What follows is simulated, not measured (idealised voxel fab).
Module name: voxel tone inversion (process module)
cross-section cut | 175 nm wide | cells 5 nm
How to read a cross-section here: the picture is a grid of square cells, written as bands going from the top down, and any band can span one or more rows of cells. Top, bottom (nm), then materials left to right with widths (nm); lone material tagged "edge to edge" fills the whole band edge to edge; "blank" = empty space. Ref level 0: as-received wafer is one material below here. Bottom band extends down with no lower bound ("from 0 down"). Top row gets the first number, bottom row gets the second, and each row in between changes by the same step: that is how a band width like "30->40" works. "stayed the same" means the step left every cell of the cross-section as it was. Closed void entries: empty space of 8 cells or more with no open way to the top, each as width x height at its distance from the left edge, in nm. Heads up: the bit after the settings on a step's line is the simulator's remark on that step. If you see "overlay nm" on a step's line and that step has a mask, it's telling you how far right of where it was planned the mask ended up; a negative number means it went left instead.
So here's the lineup of process steps we planned
step 1: RECEIVE, material Si
step 2: CONFORMAL_DEP, material SiCN, thk nm 5
step 3: DIRECTIONAL_DEP, material aC, thk nm 25
step 4: PATTERN, tone cover, mask id POSTS, material resist, width nm 25, pitch nm 55, thk nm 35, overlay nm 0
step 5: DIRECTIONAL_ETCH, etch materials aC, depth nm 25
step 6: STRIP, etch materials resist
step 7: FILL_DEP, material SiO2, thk nm 5
step 8: CMP, height nm 30
step 9: STRIP, etch materials aC
Wafer as received: cross-section following step 1
    from 0 down  Si edge to edge
    Closed void entries: none
The cross-section shown corresponds to the wafer at the conclusion of the module. The initial structure and the process plan are those presented above; however, one mistake occurred in executing the plan
    from 30 to 25  SiCN edge to edge
    from 25 to 0  aC edge to edge
    from 0 down  Si edge to edge
    Closed void entries: none
Heads up, the wafer didn't run the way we planned it: the intended sequence of steps 2 and 3 was reversed during processing, with each occupying the position of the other
